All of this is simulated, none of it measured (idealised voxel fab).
process module | voxel gate over fins
cross-section cut | 220 nm wide | cells 5 nm
A cross-section is a grid of square cells, given in bands from the top down. A band is one or more rows of cells.
Each band's line starts with the height of the band's top and of its bottom, in nm. Then come its materials from left to right, each with its width in nm. One material with "throughout" fills the band from edge to edge. "air" is empty space.
Height 0 is the level under which the wafer as received is all one material. The lowest band goes on downwards, as in "0 down".
A width such as "30 to 40" changes by the same amount from each row of cells to the next, from the band's top row to its bottom row.
"no change" after a step means that no cell of the cross-section changed.
closed voids: empty space of 8 cells or more with no open way to the top, each as width x height at its distance from the left edge, in nm
after a step's settings: what the simulator itself notes on the step
overlay nm, on a step with a mask: how far to the right of its planned place the mask lay; to the left if negative
plan
1 op RECEIVE | material Si
2 op CONFORMAL_DEP | material SiN | thk nm 10
3 op DIRECTIONAL_DEP | material aC | thk nm 15
4 op PATTERN | tone cover | mask id FINS | material resist | width nm 15 | pitch nm 40 | thk nm 35 | overlay nm 0
5 op DIRECTIONAL_ETCH | etch materials aC | depth nm 15
6 op STRIP | etch materials resist
7 op DIRECTIONAL_ETCH | etch materials SiN | depth nm 10
8 op DIRECTIONAL_ETCH | etch materials Si | depth nm 40
9 op STRIP | etch materials aC
10 op OXIDIZE | depth nm 5
11 op FILL_DEP | material SiO2 | thk nm 5
12 op CMP | height nm 10
13 op SELECTIVE_ETCH | etch materials SiO2 | depth nm 25
14 op STRIP | etch materials SiN
15 op CONFORMAL_DEP | material HfO2 | thk nm 5
16 op CONFORMAL_DEP | material TiN | thk nm 5
17 op CONFORMAL_DEP | material TiAl | thk nm 5
18 op CONFORMAL_DEP | material TiN | thk nm 5
19 op FILL_DEP | material W | thk nm 15
20 op CMP | height nm 30
21 op CONFORMAL_DEP | material SiCN | thk nm 5
as received, after step 1
  0 down: Si throughout
  closed voids: none
a wafer at the end: this start, this plan, one mistake
  35 to 30: SiCN throughout
  30 to 20: W throughout
  20 to 15: W 20 | TiN 175 | W 25
  15 to 10: W 20 | TiN 5 | TiAl 165 | TiN 5 | W 25
  10 to 5: W 20 | TiN 5 | TiAl 5 | TiN 35 | TiAl 5 | TiN 35 | TiAl 5 | TiN 35 | TiAl 5 | TiN 35 | TiAl 5 | TiN 5 | W 25
  5 to 0: TiN 25 | TiAl 5 | TiN 5 | HfO2 25 | TiN 5 | TiAl 5 | TiN 5 | HfO2 25 | TiN 5 | TiAl 5 | TiN 5 | HfO2 25 | TiN 5 | TiAl 5 | TiN 5 | HfO2 25 | TiN 5 | TiAl 5 | TiN 30
  0 to -5: TiAl 30 | TiN 5 | HfO2 5 | Si 15 | HfO2 5 | TiN 5 | TiAl 5 | TiN 5 | HfO2 5 | Si 15 | HfO2 5 | TiN 5 | TiAl 5 | TiN 5 | HfO2 5 | Si 15 | HfO2 5 | TiN 5 | TiAl 5 | TiN 5 | HfO2 5 | Si 15 | HfO2 5 | TiN 5 | TiAl 35
  -5 to -10: TiN 35 | HfO2 5 | Si 15 | HfO2 5 | TiN 15 | HfO2 5 | Si 15 | HfO2 5 | TiN 15 | HfO2 5 | Si 15 | HfO2 5 | TiN 15 | HfO2 5 | Si 15 | HfO2 5 | TiN 40
  -10 to -15: HfO2 40 | Si 15 | HfO2 25 | Si 15 | HfO2 25 | Si 15 | HfO2 25 | Si 15 | HfO2 45
  -15 to -45: SiO2 40 | Si 15 | SiO2 25 | Si 15 | SiO2 25 | Si 15 | SiO2 25 | Si 15 | SiO2 45
  -45 down: Si throughout
  closed voids: none
what went wrong: step 4 ran as: op PATTERN | tone cover | mask id FINS | material resist | width nm 25 | pitch nm 40 | thk nm 35 | overlay nm 0
